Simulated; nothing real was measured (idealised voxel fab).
voxel lift off: a process module
Shown is cross-section cut, with a width of 225 nm and square cells of size 5 nm.
A cross-section is a grid of square cells, given in bands from the top down. A band is one or more rows of cells. Heads up on the band format: heights come first, top then bottom, in nm. After that it's the materials left to right, each with its width in nm. A single material flagged "full width" fills the whole band edge to edge, and "empty" means there's empty space there. Convention: height 0 is the level below which the wafer, as received, is all one material. The lowest band does not terminate at the bottom but continues downward, represented as "from 0 down". Note: "30->40" means the width goes from the first number (top row of the band) to the second number (bottom row) in equal steps per row of cells. What does "everything unchanged" mean for a step? It means no cell of the cross-section changed in that step. Closed voids list: empty space of 8 cells or more with no open way to the top, each as width x height at its distance from the left edge, in nm. Past the settings on a step's line: simulator remark, on that step. overlay nm: right-of-plan distance of the mask on a masked step; negative values mean left-of-plan.
Here's what the planned process steps look like
1,RECEIVE with material Si
2,CONFORMAL_DEP with material Al2O3, thk nm 15
3,PATTERN with tone open, mask id LINES, material resist, width nm 25, pitch nm 40, thk nm 25, overlay nm 0
4,DIRECTIONAL_DEP with material Ru, thk nm 15
5,STRIP with etch materials resist
6,CONFORMAL_DEP with material SiN, thk nm 5
As-received state of the wafer in cross-section, equivalent to post-step 1
> from 0 down | Si full width
> Closed voids list: none
first wafer at the end, as planned
> from 35 to 30 | 75 nm empty / 35 nm SiN / 5 nm empty / 35 nm SiN / 75 nm empty
> from 30 to 20 | 75 nm empty / 5 nm SiN / 25 nm Ru / 5 nm SiN / 5 nm empty / 5 nm SiN / 25 nm Ru / 5 nm SiN / 75 nm empty
> from 20 to 15 | 80 nm SiN / 25 nm Ru / 15 nm SiN / 25 nm Ru / 80 nm SiN
> from 15 to 0 | Al2O3 full width
> from 0 down | Si full width
> Closed voids list: none
Presented here is a cross-section of the second of the two wafers as it stood at the end of the module. It was started in the same manner and assigned the same plan as the first wafer; however, one mistake was made in its execution
> from 35 to 30 | 80 nm empty / 25 nm SiN / 15 nm empty / 25 nm SiN / 80 nm empty
> from 30 to 20 | 80 nm empty / 5 nm SiN / 15 nm Ru / 5 nm SiN / 15 nm empty / 5 nm SiN / 15 nm Ru / 5 nm SiN / 80 nm empty
> from 20 to 15 | 85 nm SiN / 15 nm Ru / 25 nm SiN / 15 nm Ru / 85 nm SiN
> from 15 to 0 | Al2O3 full width
> from 0 down | Si full width
> Closed voids list: none
Nonconformance to the process plan: step 3, actual vs plan mismatch, actual run PATTERN with tone open, mask id LINES, material resist, width nm 15, pitch nm 40, thk nm 25, overlay nm 0
In the final state, the cell counts of the second wafer exceed or fall short of those of the first for the following materials: 12 fewer of Ru
